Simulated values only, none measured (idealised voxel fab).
Documented hereafter: the process module known as voxel quadruple lines.
The width of the displayed cross-section, cut, is 165 nm; its cells are square, with a size of 5 nm.
In what follows, cross-sections appear as grids of square cells, described through bands that run from the top down, where every band is one or more rows of cells.
What a band's entry tells you: where the top is and where the bottom is, as heights in nm, and after that what lies inside, material by material from left to right, each with its width in nm. Empty space is written as the word "empty", and a single material marked with the word "all across" occupies the band from edge to edge.
Heights are reckoned from 0. Under this level, the received wafer is all of one material. The bottommost band is open-ended downward, for example "0 nm and below".
A two-number width, for instance "30..40", indicates that the width is equal to the first number in the top row of the band and to the second number in the bottom row, and that it changes by a constant amount per row of cells.
Step note "everything unchanged" = no cross-section cell changed.
The label "Voids, sealed" introduces a list of the empty spaces, 8 cells or larger, that have no open way up to the top; each entry in it reads width x height at distance, where the distance is taken from the left edge and all three are stated in nm.
Past the settings on a step's line: simulator remark, on that step.
You can add "overlay nm" to a step's line. For a step with a mask, it describes how far the mask lay to the right of its planned position, and a negative number describes a lay to the left.

Steps planned for the process
| 1 | op RECEIVE | material Si |
| 2 | op CONFORMAL_DEP | material SiO2 | thk nm 10 |
| 3 | op DIRECTIONAL_DEP | material TiN | thk nm 15 |
| 4 | op DIRECTIONAL_DEP | material polySi | thk nm 15 |
| 5 | op DIRECTIONAL_DEP | material aC | thk nm 20 |
| 6 | op PATTERN | tone cover | mask id MANDREL | material resist | width nm 25 | thk nm 30 | overlay nm 0 |
| 7 | op DIRECTIONAL_ETCH | etch materials aC | depth nm 20 |
| 8 | op STRIP | etch materials resist |
| 9 | op CONFORMAL_DEP | material SiO2 | thk nm 15 |
| 10 | op DIRECTIONAL_ETCH | etch materials SiO2 | depth nm 15 |
| 11 | op STRIP | etch materials aC |
| 12 | op DIRECTIONAL_ETCH | etch materials polySi | depth nm 15 |
| 13 | op STRIP | etch materials SiO2 |
| 14 | op CONFORMAL_DEP | material SiCN | thk nm 5 |
| 15 | op DIRECTIONAL_ETCH | etch materials SiCN | depth nm 5 |
| 16 | op STRIP | etch materials polySi |
| 17 | op DIRECTIONAL_ETCH | etch materials TiN | depth nm 15 |
| 18 | op STRIP | etch materials SiCN |

First out of two wafers; run went to plan

Wafer as received: cross-section following step 1
> 0 nm and below  Si all across
> Voids, sealed: none

Take a look at the wafer's cross-section after step 2
> 10 nm to 0 nm  SiO2 all across
> Below 0, no change.

Take a look at the wafer's cross-section after step 3
> 25 nm to 10 nm  TiN all across
> Below 10, no change.

Take a look at the wafer's cross-section after step 4
> 40 nm to 25 nm  polySi all across
> Below 25, no change.

Take a look at the wafer's cross-section after step 5
> 60 nm to 40 nm  aC all across
> Below 40, no change.

Take a look at the wafer's cross-section after step 6
> 90 nm to 60 nm  empty 70; resist 25; empty 70
> Below 60, no change.

Take a look at the wafer's cross-section after step 7
> 70 nm to 60 nm  empty 70; resist 25; empty 70
> 60 nm to 40 nm  empty 70; aC 25; empty 70
> Below 40, no change.

Take a look at the wafer's cross-section after step 8
> 60 nm to 40 nm  empty 70; aC 25; empty 70
> Below 40, no change.

Take a look at the wafer's cross-section after step 9
> 75 nm to 60 nm  empty 55; SiO2 55; empty 55
> 60 nm to 55 nm  empty 55; SiO2 15; aC 25; SiO2 15; empty 55
> 55 nm to 40 nm  SiO2 70; aC 25; SiO2 70
> Below 40, no change.

Take a look at the wafer's cross-section after step 10
> 60 nm to 40 nm  empty 55; SiO2 15; aC 25; SiO2 15; empty 55
> Below 40, no change.

Take a look at the wafer's cross-section after step 11
> 60 nm to 40 nm  empty 55; SiO2 15; empty 25; SiO2 15; empty 55
> Below 40, no change.

Take a look at the wafer's cross-section after step 12
> 60 nm to 40 nm  empty 55; SiO2 15; empty 25; SiO2 15; empty 55
> 40 nm to 25 nm  empty 55; polySi 15; empty 25; polySi 15; empty 55
> Below 25, no change.

Take a look at the wafer's cross-section after step 13
> 40 nm to 25 nm  empty 55; polySi 15; empty 25; polySi 15; empty 55
> Below 25, no change.

Take a look at the wafer's cross-section after step 14
> 45 nm to 40 nm  empty 50; SiCN 25; empty 15; SiCN 25; empty 50
> 40 nm to 30 nm  empty 50; SiCN 5; polySi 15; SiCN 5; empty 15; SiCN 5; polySi 15; SiCN 5; empty 50
> 30 nm to 25 nm  SiCN 55; polySi 15; SiCN 25; polySi 15; SiCN 55
> Below 25, no change.

Take a look at the wafer's cross-section after step 15
> 40 nm to 25 nm  empty 50; SiCN 5; polySi 15; SiCN 5; empty 15; SiCN 5; polySi 15; SiCN 5; empty 50
> Below 25, no change.

Take a look at the wafer's cross-section after step 16
> 40 nm to 25 nm  empty 50; SiCN 5; empty 15; SiCN 5; empty 15; SiCN 5; empty 15; SiCN 5; empty 50
> Below 25, no change.

Take a look at the wafer's cross-section after step 17
> 40 nm to 25 nm  empty 50; SiCN 5; empty 15; SiCN 5; empty 15; SiCN 5; empty 15; SiCN 5; empty 50
> 25 nm to 10 nm  empty 50; TiN 5; empty 15; TiN 5; empty 15; TiN 5; empty 15; TiN 5; empty 50
> Below 10, no change.

Take a look at the wafer's cross-section after step 18
> 25 nm to 10 nm  empty 50; TiN 5; empty 15; TiN 5; empty 15; TiN 5; empty 15; TiN 5; empty 50
> Below 10, no change.

Notes, second wafer: start = first wafer's, plan = first wafer's, execution had one mistake; history identical to first through step 4

Second wafer cross-section, taken as of the time the plan sets for step 5 to be done
> 60 nm to 40 nm  TiN all across
> Below 40, no change.

Second wafer cross-section, taken as of the time the plan sets for step 6 to be done
> 90 nm to 60 nm  empty 70; resist 25; empty 70
> Below 60, no change.

Second wafer cross-section, taken as of the time the plan sets for step 7 to be done
> 70 nm to 60 nm  empty 70; resist 25; empty 70
> Below 60, no change.

Second wafer cross-section, taken as of the time the plan sets for step 8 to be done
> 60 nm to 40 nm  TiN all across
> Below 40, no change.

Second wafer cross-section, taken as of the time the plan sets for step 9 to be done
> 75 nm to 60 nm  SiO2 all across
> Below 60, no change.

Second wafer cross-section, taken as of the time the plan sets for step 10 to be done
> 60 nm to 40 nm  TiN all across
> Below 40, no change.

Second wafer cross-section, taken as of the time the plan sets for step 11 to be done: everything unchanged

Second wafer cross-section, taken as of the time the plan sets for step 12 to be done: everything unchanged

Second wafer cross-section, taken as of the time the plan sets for step 13 to be done: everything unchanged

Second wafer cross-section, taken as of the time the plan sets for step 14 to be done
> 65 nm to 60 nm  SiCN all across
> Below 60, no change.

Second wafer cross-section, taken as of the time the plan sets for step 15 to be done
> 60 nm to 40 nm  TiN all across
> Below 40, no change.

Second wafer cross-section, taken as of the time the plan sets for step 16 to be done: everything unchanged

Second wafer cross-section, taken as of the time the plan sets for step 17 to be done
> 45 nm to 40 nm  TiN all across
> Below 40, no change.

Second wafer cross-section, taken as of the time the plan sets for step 18 to be done: everything unchanged
Short version of what went wrong: it should be noted that step 5 was executed with settings other than those planned, the operation and settings actually applied being op DIRECTIONAL_DEP | material TiN | thk nm 20
End check, counted in cells, second wafer has more or fewer of these materials than the first: TiN: 120 more; polySi: 99 more
